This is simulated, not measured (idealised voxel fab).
process module | voxel quadruple lines
cross-section cut | 275 nm wide | cells 5 nm
A cross-section is a grid of square cells, given in bands from the top down. A band is one or more rows of cells.
Each band's line starts with the height of the band's top and of its bottom, in nm. Then come its materials from left to right, each with its width in nm. One material with "throughout" fills the band from edge to edge. "air" is empty space.
Height 0 is the level under which the wafer as received is all one material. The lowest band goes on downwards, as in "0 down".
A width such as "30 to 40" changes by the same amount from each row of cells to the next, from the band's top row to its bottom row.
"no change" after a step means that no cell of the cross-section changed.
closed voids: empty space of 8 cells or more with no open way to the top, each as width x height at its distance from the left edge, in nm
after a step's settings: what the simulator itself notes on the step
overlay nm, on a step with a mask: how far to the right of its planned place the mask lay; to the left if negative
plan
1 op RECEIVE | material Si
2 op CONFORMAL_DEP | material SiO2 | thk nm 5
3 op DIRECTIONAL_DEP | material Ru | thk nm 15
4 op DIRECTIONAL_DEP | material polySi | thk nm 20
5 op DIRECTIONAL_DEP | material aC | thk nm 20
6 op PATTERN | tone cover | mask id MANDREL | material resist | width nm 30 | thk nm 30 | overlay nm 0
7 op DIRECTIONAL_ETCH | etch materials aC | depth nm 20
8 op STRIP | etch materials resist
9 op CONFORMAL_DEP | material SiO2 | thk nm 10
10 op DIRECTIONAL_ETCH | etch materials SiO2 | depth nm 10
11 op STRIP | etch materials aC
12 op DIRECTIONAL_ETCH | etch materials polySi | depth nm 20
13 op STRIP | etch materials SiO2
14 op CONFORMAL_DEP | material SiN | thk nm 10
15 op DIRECTIONAL_ETCH | etch materials SiN | depth nm 10
16 op STRIP | etch materials polySi
17 op DIRECTIONAL_ETCH | etch materials Ru | depth nm 15
18 op STRIP | etch materials SiN
first wafer, as planned
as received, after step 1
  0 down: Si throughout
  closed voids: none
after step 2
  5 to 0: SiO2 throughout
  below 0: unchanged
after step 3
  20 to 5: Ru throughout
  below 5: unchanged
after step 4
  40 to 20: polySi throughout
  below 20: unchanged
after step 5
  60 to 40: aC throughout
  below 40: unchanged
after step 6
  90 to 60: air 120 | resist 30 | air 125
  below 60: unchanged
after step 7
  70 to 60: air 120 | resist 30 | air 125
  60 to 40: air 120 | aC 30 | air 125
  below 40: unchanged
after step 8
  60 to 40: air 120 | aC 30 | air 125
  below 40: unchanged
after step 9
  70 to 60: air 110 | SiO2 50 | air 115
  60 to 50: air 110 | SiO2 10 | aC 30 | SiO2 10 | air 115
  50 to 40: SiO2 120 | aC 30 | SiO2 125
  below 40: unchanged
after step 10
  60 to 40: air 110 | SiO2 10 | aC 30 | SiO2 10 | air 115
  below 40: unchanged
after step 11
  60 to 40: air 110 | SiO2 10 | air 30 | SiO2 10 | air 115
  below 40: unchanged
after step 12
  60 to 40: air 110 | SiO2 10 | air 30 | SiO2 10 | air 115
  40 to 20: air 110 | polySi 10 | air 30 | polySi 10 | air 115
  below 20: unchanged
after step 13
  40 to 20: air 110 | polySi 10 | air 30 | polySi 10 | air 115
  below 20: unchanged
after step 14
  50 to 40: air 100 | SiN 30 | air 10 | SiN 30 | air 105
  40 to 30: air 100 | SiN 10 | polySi 10 | SiN 10 | air 10 | SiN 10 | polySi 10 | SiN 10 | air 105
  30 to 20: SiN 110 | polySi 10 | SiN 30 | polySi 10 | SiN 115
  below 20: unchanged
after step 15
  40 to 20: air 100 | SiN 10 | polySi 10 | SiN 10 | air 10 | SiN 10 | polySi 10 | SiN 10 | air 105
  below 20: unchanged
after step 16
  40 to 20: air 100 | SiN 10 | air 10 | SiN 10 | air 10 | SiN 10 | air 10 | SiN 10 | air 105
  below 20: unchanged
after step 17
  40 to 20: air 100 | SiN 10 | air 10 | SiN 10 | air 10 | SiN 10 | air 10 | SiN 10 | air 105
  20 to 5: air 100 | Ru 10 | air 10 | Ru 10 | air 10 | Ru 10 | air 10 | Ru 10 | air 105
  below 5: unchanged
after step 18
  20 to 5: air 100 | Ru 10 | air 10 | Ru 10 | air 10 | Ru 10 | air 10 | Ru 10 | air 105
  below 5: unchanged
second wafer: like start, like plan, one mistake. Through step 10 it matches the first wafer
when step 11 should have ended
  60 to 40: air 110 | SiO2 10 | aC 30 | SiO2 10 | air 115
  40 to 20: air 110 | polySi 50 | air 115
  below 20: unchanged
when step 12 should have ended
  60 to 40: air 110 | SiO2 10 | air 30 | SiO2 10 | air 115
  below 40: unchanged
when step 13 should have ended
  40 to 20: air 110 | polySi 50 | air 115
  below 20: unchanged
when step 14 should have ended
  50 to 40: air 100 | SiN 70 | air 105
  40 to 30: air 100 | SiN 10 | polySi 50 | SiN 10 | air 105
  30 to 20: SiN 110 | polySi 50 | SiN 115
  below 20: unchanged
when step 15 should have ended
  40 to 20: air 100 | SiN 10 | polySi 50 | SiN 10 | air 105
  below 20: unchanged
when step 16 should have ended
  40 to 20: air 100 | SiN 10 | air 50 | SiN 10 | air 105
  below 20: unchanged
when step 17 should have ended
  40 to 20: air 100 | SiN 10 | air 50 | SiN 10 | air 105
  20 to 5: air 100 | Ru 10 | air 50 | Ru 10 | air 105
  below 5: unchanged
when step 18 should have ended
  20 to 5: air 100 | Ru 10 | air 50 | Ru 10 | air 105
  below 5: unchanged
what went wrong: steps 11 and 12 were swapped
at the end the second wafer has, in cells: 12 fewer of Ru
